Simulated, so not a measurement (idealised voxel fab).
The document below concerns the process module designated voxel ribs on slabs.
The cross-section on display is named cut; it measures 250 nm wide, and its cells are 5 nm squares.
Just so we're on the same page, the cross-sections are grids of square cells, and they're listed out in bands top to bottom, each band one or more rows deep. A band entry consists of two parts. The first gives the height of the band's top and the height of its bottom, in nm. The rest lists the band's materials from left to right, each with its width in nm. A single material labelled with the word "throughout" fills the band from edge to edge, and the word "air" marks empty space. Where do heights start? At 0: under that level the wafer as delivered is made of one material only. And the lowest band has no floor; it just carries on downward, as in "0 -> down". Width: "30 to 40" (first number = top row, second number = bottom row, same change from row to row of cells). Where a step carries "identical to before", the cross-section came out of it unchanged, cell for cell. "Closed void roster" specifies each empty space that is not open to the top and that occupies no fewer than 8 cells, using the form width x height at distance, the distance measured from the left edge and all three quantities in nm. Heads up: the bit after the settings on a step's line is the simulator's remark on that step. The line of a step may include "overlay nm". On a step with a mask, this value is how far to the right of its planned place the mask lay. A negative value means the mask lay to the left.
-- Steps in the process plan
1. RECEIVE | material Si
2. DIRECTIONAL_DEP | material SiO2 | thk nm 25
3. DIRECTIONAL_DEP | material SiN | thk nm 25
4. MASKED_ETCH | tone cover | mask id RIB | width nm 15 | etch materials SiN | depth nm 20 | overlay nm 0
5. DIRECTIONAL_DEP | material aC | thk nm 10
6. PATTERN | tone cover | mask id SLAB | material resist | width nm 55 | thk nm 25 | overlay nm 0
7. DIRECTIONAL_ETCH | etch materials aC | depth nm 10
8. STRIP | etch materials resist
9. DIRECTIONAL_ETCH | etch materials SiN | depth nm 5
10. STRIP | etch materials aC
11. FILL_DEP | material SiO2 | thk nm 25
12. CMP | height nm 65
13. DIRECTIONAL_DEP | material TiN | thk nm 10
14. MASKED_ETCH | tone cover | mask id HEATER | width nm 25 | etch materials TiN | depth nm 10 | overlay nm 0
15. CONFORMAL_DEP | material SiN | thk nm 5
-- As-received wafer cross-section (after step 1)
  0 -> down: Si throughout
  Closed void roster: none
-- As-planned run: cross-section of the first of two wafers at end of module
  80 -> 75: air=105  SiN=35  air=110
  75 -> 70: air=105  SiN=5  TiN=25  SiN=5  air=110
  70 -> 65: SiN=110  TiN=25  SiN=115
  65 -> 50: SiO2 throughout
  50 -> 30: SiO2=115  SiN=15  SiO2=120
  30 -> 25: SiO2=95  SiN=55  SiO2=100
  25 -> 0: SiO2 throughout
  0 -> down: Si throughout
  Closed void roster: none
-- Wafer two cross-section, module end. Start and plan unchanged from wafer one; one mistake made during the run
  80 -> 75: air=105  SiN=35  air=110
  75 -> 70: air=105  SiN=5  TiN=25  SiN=5  air=110
  70 -> 65: SiN=110  TiN=25  SiN=115
  65 -> 55: SiO2=115  SiN=15  SiO2=120
  55 -> 50: SiO2=95  SiN=55  SiO2=100
  50 -> 0: SiO2 throughout
  0 -> down: Si throughout
  Closed void roster: none
In executing the process, a mistake was made relative to the plan: step 2 was run twice
Once processing is complete, comparing cell counts shows that the second wafer has more or fewer of certain materials than the first: -6 SiN; +6 SiO2
